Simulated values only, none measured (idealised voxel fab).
This is a process module. Its name is voxel self aligned vias.
Cross-sectional view cut (width: 175 nm; square cell size: 5 nm).
The cross-sections in this document take the form of a grid made of square cells. They are written out as bands, in order from top to bottom. Each band consists of one or more rows of cells. Basically the band line says how high the top is and how high the bottom is, in nm, and then what's in it from left to right, every material with its width in nm. Empty space shows up as "blank", and if a single material carries "all across" it runs the full band edge to edge. We count height from 0. Below that, the starting wafer is all one material. The lowest band never ends at the bottom but goes on down; see "0 nm and below" for how that is written. The two numbers in a width such as "30..40" mark its ends across the band: the first belongs to the top row of cells, the second to the bottom row, and from each row to the next the width moves by the same amount. Take "nothing got changed" at face value: in the step it is given for, the cross-section changed in none of its cells. This entry, "Closed void roster", enumerates those empty regions of no fewer than 8 cells that possess no open connection to the top. Each region is reported in the form width x height at distance, the distance being taken from the left edge, with all three quantities expressed in nm. What comes after the settings on a step's line is commentary from the simulator itself on that step. For masked steps, "overlay nm" on the step line gives how far right of plan the mask actually lay; a minus sign means it lay to the left.

-- The following list gives the planned process steps
1,RECEIVE with material Si
2,CONFORMAL_DEP with material SiO2, thk nm 15
3,CONFORMAL_DEP with material SiCN, thk nm 5
4,DIRECTIONAL_DEP with material SiO2, thk nm 20
5,DIRECTIONAL_DEP with material aC, thk nm 15
6,PATTERN with tone open, mask id LINES, material resist, width nm 20, pitch nm 70, thk nm 35, overlay nm 0
7,DIRECTIONAL_ETCH with etch materials aC, depth nm 15
8,STRIP with etch materials resist
9,DIRECTIONAL_ETCH with etch materials SiO2, depth nm 20
10,STRIP with etch materials aC
11,CONFORMAL_DEP with material TiN, thk nm 5
12,FILL_DEP with material Ru, thk nm 10
13,CMP with height nm 40
14,SELECTIVE_ETCH with etch materials W Ru TiN, depth nm 10
15,FILL_DEP with material SiN, thk nm 5
16,CMP with height nm 40
17,DIRECTIONAL_DEP with material SiO2, thk nm 15
18,DIRECTIONAL_DEP with material aC, thk nm 10
19,PATTERN with tone open, mask id VIAS, material resist, width nm 50, thk nm 30, overlay nm 0
20,DIRECTIONAL_ETCH with etch materials aC, depth nm 10
21,STRIP with etch materials resist
22,DIRECTIONAL_ETCH with etch materials SiO2, depth nm 15
23,DIRECTIONAL_ETCH with etch materials SiN, depth nm 10
24,STRIP with etch materials aC
25,CONFORMAL_DEP with material TiN, thk nm 5
26,FILL_DEP with material W, thk nm 10
27,CMP with height nm 55
28,CONFORMAL_DEP with material SiN, thk nm 5
The plan's step 6 width nm is the first wafer's value; the wafers differ in this setting and start identical.

-- So this is the first of several wafers, cross-sectioned as it came to us, meaning it's at the end of step 1
* 0 nm and below = Si all across
* Closed void roster: none

-- Here's the first of several wafers in cross-section, end of the module, after the last step, step 28
* 60 nm to 55 nm = SiN all across
* 55 nm to 45 nm = 25 nm SiO2 / 5 nm TiN / 40 nm W / 5 nm TiN / 100 nm SiO2
* 45 nm to 40 nm = 25 nm SiO2 / 20 nm TiN / 10 nm W / 20 nm TiN / 100 nm SiO2
* 40 nm to 35 nm = 40 nm SiO2 / 5 nm TiN / 10 nm W / 5 nm TiN / 50 nm SiO2 / 20 nm SiN / 45 nm SiO2
* 35 nm to 30 nm = 40 nm SiO2 / 20 nm TiN / 50 nm SiO2 / 20 nm SiN / 45 nm SiO2
* 30 nm to 25 nm = 40 nm SiO2 / 5 nm TiN / 10 nm Ru / 5 nm TiN / 50 nm SiO2 / 5 nm TiN / 10 nm Ru / 5 nm TiN / 45 nm SiO2
* 25 nm to 20 nm = 40 nm SiO2 / 20 nm TiN / 50 nm SiO2 / 20 nm TiN / 45 nm SiO2
* 20 nm to 15 nm = SiCN all across
* 15 nm to 0 nm = SiO2 all across
* 0 nm and below = Si all across
* Closed void roster: none

-- Cross-section of the last wafer at end of module
* 60 nm to 55 nm = SiN all across
* 55 nm to 45 nm = 25 nm SiO2 / 5 nm TiN / 40 nm W / 5 nm TiN / 100 nm SiO2
* 45 nm to 40 nm = 25 nm SiO2 / 10 nm TiN / 35 nm W / 5 nm TiN / 100 nm SiO2
* 40 nm to 35 nm = 30 nm SiO2 / 5 nm TiN / 35 nm W / 5 nm TiN / 25 nm SiO2 / 45 nm SiN / 30 nm SiO2
* 35 nm to 30 nm = 30 nm SiO2 / 45 nm TiN / 25 nm SiO2 / 45 nm SiN / 30 nm SiO2
* 30 nm to 25 nm = 30 nm SiO2 / 5 nm TiN / 35 nm Ru / 5 nm TiN / 25 nm SiO2 / 5 nm TiN / 35 nm Ru / 5 nm TiN / 30 nm SiO2
* 25 nm to 20 nm = 30 nm SiO2 / 45 nm TiN / 25 nm SiO2 / 45 nm TiN / 30 nm SiO2
* 20 nm to 15 nm = SiCN all across
* 15 nm to 0 nm = SiO2 all across
* 0 nm and below = Si all across
* Closed void roster: none

-- Heads up, this table goes wafer by wafer. A row tells you, at the end of the module, how many cells of each material that wafer has put on (+) or dropped (-) since it was received, and then its closed voids
width nm 20; +4 Ru; +35 SiCN; +43 SiN; +288 SiO2; +30 TiN; +20 W; Closed void roster: none
width nm 25; +6 Ru; +35 SiCN; +45 SiN; +280 SiO2; +32 TiN; +22 W; Closed void roster: none
width nm 30; +8 Ru; +35 SiCN; +47 SiN; +272 SiO2; +34 TiN; +24 W; Closed void roster: none
width nm 35; +10 Ru; +35 SiCN; +49 SiN; +264 SiO2; +36 TiN; +26 W; Closed void roster: none
width nm 40; +12 Ru; +35 SiCN; +51 SiN; +256 SiO2; +38 TiN; +28 W; Closed void roster: none
width nm 45; +14 Ru; +35 SiCN; +53 SiN; +248 SiO2; +40 TiN; +30 W; Closed void roster: none
